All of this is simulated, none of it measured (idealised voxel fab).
You're looking at the process module voxel transistor to metal.
Square cell edge 5 nm, section width 185 nm, ID cut.
Just so we're on the same page, the cross-sections are grids of square cells, and they're listed out in bands top to bottom, each band one or more rows deep.
Top height, bottom height, nm. Materials left to right, width each, nm. Single material + "throughout" = fills band edge to edge. "empty" = empty.
Heights are expressed relative to 0, this being the level below which the as-received wafer comprises one material exclusively. The lowest band is unbounded in the downward direction and is denoted as in "0..down".
A two-number width, for instance "30..40", indicates that the width is equal to the first number in the top row of the band and to the second number in the bottom row, and that it changes by a constant amount per row of cells.
"remained unchanged" for a step: no cell of the cross-section changed in that step.
This entry, "Closed cavity list", enumerates those empty regions of no fewer than 8 cells that possess no open connection to the top. Each region is reported in the form width x height at distance, the distance being taken from the left edge, with all three quantities expressed in nm.
Heads up: the bit after the settings on a step's line is the simulator's remark on that step.
The setting "overlay nm" may be written on the line of a step. When the step uses a mask, the value reports how far to the right of the planned place the mask lay, and a negative value reports that it lay to the left.
Plan
1. RECEIVE, material Si
2. OXIDIZE, depth nm 5
3. CONFORMAL_DEP, material SiN, thk nm 10
4. MASKED_ETCH, tone cover, mask id ACTIVE, width nm 115, etch materials SiN, depth nm 10, overlay nm 0
5. MASKED_ETCH, tone cover, mask id ACTIVE, width nm 115, etch materials SiO2, depth nm 5, overlay nm 0
6. MASKED_ETCH, tone cover, mask id ACTIVE, width nm 115, etch materials Si, depth nm 20, overlay nm 0
7. OXIDIZE, depth nm 5
8. FILL_DEP, material SiO2, thk nm 10
9. CMP, height nm 10
10. SELECTIVE_ETCH, etch materials SiO2, depth nm 10
11. STRIP, etch materials SiN
12. SELECTIVE_ETCH, etch materials SiO2, depth nm 5
13. OXIDIZE, depth nm 5
14. DIRECTIONAL_DEP, material polySi, thk nm 25
15. DIRECTIONAL_DEP, material SiCN, thk nm 15
16. PATTERN, tone cover, mask id GATE, material resist, width nm 35, thk nm 20, overlay nm 0
17. DIRECTIONAL_ETCH, etch materials SiCN, depth nm 25
18. DIRECTIONAL_ETCH, etch materials polySi, depth nm 35
19. STRIP, etch materials resist
20. CONFORMAL_DEP, material SiN, thk nm 10
21. DIRECTIONAL_ETCH, etch materials SiN, depth nm 10
22. DIRECTIONAL_ETCH, etch materials SiO2, depth nm 5
23. DIRECTIONAL_ETCH, etch materials Si, depth nm 15
24. EPI, material SiGe, thk nm 20
25. FILL_DEP, material SiO2, thk nm 5
26. CMP, height nm 20
27. STRIP, etch materials polySi
28. SELECTIVE_ETCH, etch materials SiO2, depth nm 5
29. CONFORMAL_DEP, material HfO2, thk nm 5
30. CONFORMAL_DEP, material TiN, thk nm 5
31. FILL_DEP, material W, thk nm 10
32. CMP, height nm 15
33. DIRECTIONAL_DEP, material SiO2, thk nm 10
34. PATTERN, tone open, mask id CONTACT, material resist, width nm 20, pitch nm 85, thk nm 20, overlay nm 0
35. DIRECTIONAL_ETCH, etch materials SiO2, depth nm 30
36. STRIP, etch materials resist
37. CONFORMAL_DEP, material TiN, thk nm 5
38. FILL_DEP, material W, thk nm 10
39. CMP, height nm 25
40. DIRECTIONAL_DEP, material TiN, thk nm 5
41. DIRECTIONAL_DEP, material Ru, thk nm 15
42. PATTERN, tone cover, mask id METAL_1, material resist, width nm 20, pitch nm 85, thk nm 15, overlay nm 0
43. DIRECTIONAL_ETCH, etch materials Ru, depth nm 15
44. DIRECTIONAL_ETCH, etch materials TiN, depth nm 5
45. STRIP, etch materials resist
46. CONFORMAL_DEP, material SiCN, thk nm 5
47. FILL_DEP, material lowk, thk nm 5
48. CMP, height nm 35
49. CONFORMAL_DEP, material SiCN, thk nm 5
50. DIRECTIONAL_DEP, material lowk, thk nm 35
51. MASKED_ETCH, tone open, mask id METAL_2_HOLES, width nm 15, pitch nm 85, etch materials lowk, depth nm 35, overlay nm 0
52. PATTERN, tone open, mask id METAL_2, material resist, width nm 20, pitch nm 85, thk nm 15, overlay nm 0
53. DIRECTIONAL_ETCH, etch materials lowk, depth nm 20
54. DIRECTIONAL_ETCH, etch materials SiCN, depth nm 5
55. STRIP, etch materials resist
56. CONFORMAL_DEP, material TiN, thk nm 5
57. FILL_DEP, material Cu, thk nm 5
58. CMP, height nm 85
59. CONFORMAL_DEP, material SiCN, thk nm 5
Across this set of wafers, the varied parameter is the height nm of step 48. Starting conditions are identical for every wafer, and the plan reports the value assigned to the first wafer.
After step 1, as received: first of several wafers, cross-section
0..down  Si throughout
Closed cavity list: none
End of module, by wafer: material-by-material cell gain (+) or loss (-) since receipt, then closed voids
height nm 35 | +61 Cu | +17 HfO2 | +8 Ru | -168 Si | +101 SiCN | +66 SiGe | +16 SiN | +204 SiO2 | +110 TiN | +17 W | +234 lowk | Closed cavity list: none
height nm 40 | +24 Cu | +17 HfO2 | +16 Ru | -168 Si | +105 SiCN | +66 SiGe | +16 SiN | +204 SiO2 | +110 TiN | +17 W | +259 lowk | Closed cavity list: none
height nm 45 | +20 Cu | +17 HfO2 | +24 Ru | -168 Si | +109 SiCN | +66 SiGe | +16 SiN | +204 SiO2 | +77 TiN | +17 W | +284 lowk | Closed cavity list: none
height nm 50 | +16 Cu | +17 HfO2 | +24 Ru | -168 Si | +121 SiCN | +66 SiGe | +16 SiN | +204 SiO2 | +73 TiN | +17 W | +280 lowk | Closed cavity list: none
height nm 55 | +12 Cu | +17 HfO2 | +24 Ru | -168 Si | +121 SiCN | +66 SiGe | +16 SiN | +204 SiO2 | +69 TiN | +17 W | +288 lowk | Closed cavity list: none
